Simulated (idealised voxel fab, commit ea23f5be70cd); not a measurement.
The following is a process module called voxel self aligned vias.
We display cut, a cross-section 170 nm in width whose square cells are each 5 nm.
Cross-section spec: square-cell grid; bands listed top down; each band is one or more rows. A band entry consists of two parts. The first gives the height of the band's top and the height of its bottom, in nm. The rest lists the band's materials from left to right, each with its width in nm. A single material labelled with the word "throughout" fills the band from edge to edge, and the word "empty" marks empty space. Measure heights from 0. That's the level where, below it, the as-received wafer is all one material. The lowest band is bottomless and extends downward; write it as in "0 and below". Quick explanation for "30 to 40": the width changes in equal steps down the rows of cells, from the first number in the band's top row to the second number in its bottom row. Reading "nothing different" for a step: not a cell of the cross-section changed in it. What "Unvented internal voids" gives you is every empty space of 8 cells or more that is cut off from the top. Each appears as width x height at distance, with the distance taken from the left edge and width, height and distance all in nm. It should be noted that, on the line of a given step, the content following the step's settings is a remark produced by the simulator itself with respect to that step. What "overlay nm" on a step's line means: if the step has a mask, that mask lay this far to the right of its planned place, or, when the value is negative, to the left.

The following list gives the planned process steps:
1: op RECEIVE | material Si
2: op CONFORMAL_DEP | material SiO2 | thk nm 10
3: op CONFORMAL_DEP | material SiCN | thk nm 5
4: op DIRECTIONAL_DEP | material SiO2 | thk nm 30
5: op DIRECTIONAL_DEP | material aC | thk nm 10
6: op PATTERN | tone open | mask id LINES | material resist | width nm 20 | pitch nm 45 | thk nm 25 | overlay nm 0
7: op DIRECTIONAL_ETCH | etch materials aC | depth nm 10
8: op STRIP | etch materials resist
9: op DIRECTIONAL_ETCH | etch materials SiO2 | depth nm 30
10: op STRIP | etch materials aC
11: op CONFORMAL_DEP | material TiN | thk nm 5
12: op FILL_DEP | material W | thk nm 10
13: op CMP | height nm 45
14: op SELECTIVE_ETCH | etch materials W Ru TiN | depth nm 10
15: op FILL_DEP | material SiN | thk nm 10
16: op CMP | height nm 45
17: op DIRECTIONAL_DEP | material SiO2 | thk nm 15
18: op PATTERN | tone open | mask id VIAS | material resist | width nm 30 | pitch nm 45 | thk nm 15 | overlay nm 0
19: op DIRECTIONAL_ETCH | etch materials SiO2 | depth nm 15
20: op DIRECTIONAL_ETCH | etch materials SiN | depth nm 10
21: op STRIP | etch materials resist
22: op CONFORMAL_DEP | material TiN | thk nm 5
23: op FILL_DEP | material W | thk nm 5
24: op CMP | height nm 60
25: op CONFORMAL_DEP | material SiCN | thk nm 5

Cross-section of the wafer upon arrival, representing the state reached after step 1:
* 0 and below: Si throughout
* Unvented internal voids: none

Figure: cross-sectional view of the wafer upon completion of the module, processed from the initial state and according to the plan depicted above, with one error introduced during execution:
* 65 down to 60: SiCN throughout
* 60 down to 40: SiO2 50 nm / TiN 5 nm / W 10 nm / TiN 5 nm / SiO2 25 nm / TiN 5 nm / W 10 nm / TiN 5 nm / SiO2 55 nm
* 40 down to 35: SiO2 50 nm / TiN 20 nm / SiO2 25 nm / TiN 20 nm / SiO2 55 nm
* 35 down to 20: SiO2 50 nm / TiN 5 nm / W 10 nm / TiN 5 nm / SiO2 25 nm / TiN 5 nm / W 10 nm / TiN 5 nm / SiO2 55 nm
* 20 down to 15: SiO2 50 nm / TiN 20 nm / SiO2 25 nm / TiN 20 nm / SiO2 55 nm
* 15 down to 10: SiCN throughout
* 10 down to 0: SiO2 throughout
* 0 and below: Si throughout
* Unvented internal voids: none
What was the processing mistake? step 18 ran as: op PATTERN | tone open | mask id VIAS | material resist | width nm 20 | pitch nm 45 | thk nm 15 | overlay nm 0
